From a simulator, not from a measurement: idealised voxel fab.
Proc. module: voxel wiring stack
Each square cell in cross-section cut measures 5 nm, and the section as a whole is 235 nm wide.
In this document a cross-section is written as a grid of square cells. It is given as a series of bands, listed from the top down, and a band is one or more rows of cells. What a band's entry tells you: where the top is and where the bottom is, as heights in nm, and after that what lies inside, material by material from left to right, each with its width in nm. Empty space is written as the word "blank", and a single material marked with the word "throughout" occupies the band from edge to edge. Heights are reckoned from 0. Under this level, the received wafer is all of one material. The bottommost band is open-ended downward, for example "top 0, no bottom". Width: "30->40" (first number = top row, second number = bottom row, same change from row to row of cells). Where the words "changes: none" appear for a step, the cross-section shows no cell changed by that step; every cell remained as before. Empty spaces without an open route to the top, at least 8 cells in extent, make up the entry "Closed void entries"; each is given as width x height at distance, where the distance is measured from the left edge, and all are in nm. Heads up: the bit after the settings on a step's line is the simulator's remark on that step. The line of a step may include "overlay nm". On a step with a mask, this value is how far to the right of its planned place the mask lay. A negative value means the mask lay to the left.
Process steps foreseen in the plan:
1: op RECEIVE | material Si
2: op CONFORMAL_DEP | material SiO2 | thk nm 10
3: op DIRECTIONAL_DEP | material TiN | thk nm 5
4: op DIRECTIONAL_DEP | material W | thk nm 15
5: op PATTERN | tone cover | mask id METAL_1 | material resist | width nm 25 | pitch nm 45 | thk nm 20 | overlay nm 0
6: op DIRECTIONAL_ETCH | etch materials W | depth nm 15
7: op DIRECTIONAL_ETCH | etch materials TiN | depth nm 5
8: op STRIP | etch materials resist
9: op CONFORMAL_DEP | material SiCN | thk nm 5
10: op FILL_DEP | material SiO2 | thk nm 5
11: op CMP | height nm 30
12: op CONFORMAL_DEP | material SiCN | thk nm 5
13: op DIRECTIONAL_DEP | material lowk | thk nm 15
14: op PATTERN | tone open | mask id PLUG_1 | material resist | width nm 15 | thk nm 20 | overlay nm 0
15: op DIRECTIONAL_ETCH | etch materials lowk | depth nm 15
16: op DIRECTIONAL_ETCH | etch materials SiCN | depth nm 5
17: op STRIP | etch materials resist
18: op EPI | material Ru | thk nm 10
19: op EPI | material Ru | thk nm 10
20: op CONFORMAL_DEP | material SiN | thk nm 5
21: op DIRECTIONAL_DEP | material SiO2 | thk nm 25
22: op PATTERN | tone open | mask id METAL_2 | material resist | width nm 25 | pitch nm 45 | thk nm 20 | overlay nm 0
23: op DIRECTIONAL_ETCH | etch materials SiO2 | depth nm 25
24: op DIRECTIONAL_ETCH | etch materials SiN | depth nm 5
25: op STRIP | etch materials resist
26: op CONFORMAL_DEP | material TiN | thk nm 5
27: op FILL_DEP | material Cu | thk nm 10
28: op CMP | height nm 80
29: op CONFORMAL_DEP | material SiCN | thk nm 5
30: op DIRECTIONAL_DEP | material lowk | thk nm 10
31: op PATTERN | tone open | mask id PLUG_2 | material resist | width nm 15 | pitch nm 45 | thk nm 20 | overlay nm 0
32: op DIRECTIONAL_ETCH | etch materials lowk | depth nm 10
33: op DIRECTIONAL_ETCH | etch materials SiCN | depth nm 5
34: op STRIP | etch materials resist
35: op EPI | material Ru | thk nm 10
36: op EPI | material Ru | thk nm 5
37: op DIRECTIONAL_DEP | material TiN | thk nm 5
38: op DIRECTIONAL_DEP | material Ru | thk nm 15
39: op DIRECTIONAL_DEP | material aC | thk nm 10
40: op PATTERN | tone cover | mask id METAL_3 | material resist | width nm 25 | pitch nm 45 | thk nm 25 | overlay nm 0
41: op DIRECTIONAL_ETCH | etch materials aC | depth nm 10
42: op STRIP | etch materials resist
43: op DIRECTIONAL_ETCH | etch materials Ru | depth nm 15
44: op DIRECTIONAL_ETCH | etch materials TiN | depth nm 5
45: op STRIP | etch materials aC
46: op CONFORMAL_DEP | material SiN | thk nm 5
47: op FILL_DEP | material lowk | thk nm 10
48: op CMP | height nm 115
49: op CONFORMAL_DEP | material SiCN | thk nm 5
50: op DIRECTIONAL_DEP | material SiO2 | thk nm 25
51: op DIRECTIONAL_DEP | material aC | thk nm 10
52: op PATTERN | tone open | mask id METAL_4_HOLES | material resist | width nm 15 | pitch nm 45 | thk nm 25 | overlay nm 0
53: op DIRECTIONAL_ETCH | etch materials aC | depth nm 10
54: op STRIP | etch materials resist
55: op DIRECTIONAL_ETCH | etch materials SiO2 | depth nm 25
56: op STRIP | etch materials aC
57: op MASKED_ETCH | tone open | mask id METAL_4 | width nm 25 | pitch nm 45 | etch materials SiO2 | depth nm 15 | overlay nm 0
58: op MASKED_ETCH | tone open | mask id METAL_4 | width nm 25 | pitch nm 45 | etch materials SiCN | depth nm 5 | overlay nm 0
59: op CONFORMAL_DEP | material TiN | thk nm 5
60: op FILL_DEP | material Cu | thk nm 5
61: op CMP | height nm 145
62: op CONFORMAL_DEP | material SiN | thk nm 5
Across this set of wafers, the varied parameter is the thk nm of step 12. Starting conditions are identical for every wafer, and the plan reports the value assigned to the first wafer.
Cross-section of the first incoming wafer of several, state after step 1:
    top 0, no bottom: Si throughout
    Closed void entries: none
The first of several wafers, seen in cross-section after the module's last step, step 62:
    top 150, bottom 145: SiN throughout
    top 145, bottom 135: SiO2=80  TiN=5  Cu=15  TiN=5  SiO2=20  TiN=5  Cu=15  TiN=5  SiO2=85
    top 135, bottom 130: SiO2=80  TiN=5  Cu=5  TiN=15  SiO2=20  TiN=5  Cu=5  TiN=15  SiO2=85
    top 130, bottom 120: SiO2=80  TiN=5  Cu=5  TiN=5  SiO2=30  TiN=5  Cu=5  TiN=5  SiO2=95
    top 120, bottom 115: SiCN=80  TiN=15  SiCN=30  TiN=15  SiCN=95
    top 115, bottom 100: lowk=75  SiN=5  Ru=25  SiN=5  lowk=10  SiN=5  Ru=25  SiN=5  lowk=80
    top 100, bottom 95: SiN=80  TiN=25  SiN=20  TiN=25  SiN=85
    top 95, bottom 85: lowk=80  Ru=15  lowk=30  Ru=15  lowk=95
    top 85, bottom 80: SiCN=80  Ru=15  SiCN=30  Ru=15  SiCN=95
    top 80, bottom 55: SiO2=80  TiN=5  Cu=15  TiN=5  SiO2=20  TiN=5  Cu=15  TiN=5  SiO2=85
    top 55, bottom 50: SiN=80  TiN=25  SiN=20  TiN=25  SiN=85
    top 50, bottom 35: lowk=80  Ru=15  lowk=140
    top 35, bottom 30: SiCN=80  Ru=15  SiCN=140
    top 30, bottom 15: SiO2=75  SiCN=5  W=25  SiCN=5  SiO2=10  SiCN=5  W=25  SiCN=5  SiO2=80
    top 15, bottom 10: SiCN=80  TiN=25  SiCN=20  TiN=25  SiCN=85
    top 10, bottom 0: SiO2 throughout
    top 0, no bottom: Si throughout
    Closed void entries: none
Final wafer of several, shown in cross-section at the end of the module:
    top 150, bottom 145: SiN throughout
    top 145, bottom 135: SiO2=80  TiN=5  Cu=15  TiN=5  SiO2=20  TiN=5  Cu=15  TiN=5  SiO2=85
    top 135, bottom 130: SiO2=80  TiN=5  Cu=5  TiN=15  SiO2=20  TiN=5  Cu=5  TiN=15  SiO2=85
    top 130, bottom 120: SiO2=80  TiN=5  Cu=5  TiN=5  SiO2=30  TiN=5  Cu=5  TiN=5  SiO2=95
    top 120, bottom 115: SiCN=80  TiN=15  SiCN=30  TiN=15  SiCN=95
    top 115, bottom 100: lowk=75  SiN=5  Ru=25  SiN=5  lowk=10  SiN=5  Ru=25  SiN=5  lowk=80
    top 100, bottom 95: SiN=80  TiN=25  SiN=20  TiN=25  SiN=85
    top 95, bottom 85: lowk=80  Ru=15  lowk=30  Ru=15  lowk=95
    top 85, bottom 80: SiCN=80  Ru=15  SiCN=30  Ru=15  SiCN=95
    top 80, bottom 70: SiO2=80  TiN=5  Cu=15  TiN=5  SiO2=20  TiN=5  Cu=15  TiN=5  SiO2=85
    top 70, bottom 65: SiN=80  TiN=25  SiN=20  TiN=25  SiN=85
    top 65, bottom 50: lowk=80  SiN=5  TiN=5  SiN=5  lowk=140
    top 50, bottom 45: SiCN=80  SiN=5  TiN=5  SiN=5  SiCN=140
    top 45, bottom 30: SiCN throughout
    top 30, bottom 15: SiO2=75  SiCN=5  W=25  SiCN=5  SiO2=10  SiCN=5  W=25  SiCN=5  SiO2=80
    top 15, bottom 10: SiCN=80  TiN=25  SiCN=20  TiN=25  SiCN=85
    top 10, bottom 0: SiO2 throughout
    top 0, no bottom: Si throughout
    Closed void entries: none
Below: a row per wafer. Contents at end of module: for every material, cells gained since receipt (+) or lost since receipt (-); then closed voids:
thk nm 5 | +48 Cu | +60 Ru | +175 SiCN | +133 SiN | +571 SiO2 | +80 TiN | +30 W | +313 lowk | Closed void entries: none
thk nm 10 | +42 Cu | +48 Ru | +222 SiCN | +141 SiN | +534 SiO2 | +80 TiN | +30 W | +313 lowk | Closed void entries: none
thk nm 15 | +36 Cu | +48 Ru | +269 SiCN | +141 SiN | +497 SiO2 | +76 TiN | +30 W | +313 lowk | Closed void entries: none
thk nm 20 | +30 Cu | +48 Ru | +316 SiCN | +141 SiN | +460 SiO2 | +72 TiN | +30 W | +313 lowk | Closed void entries: none
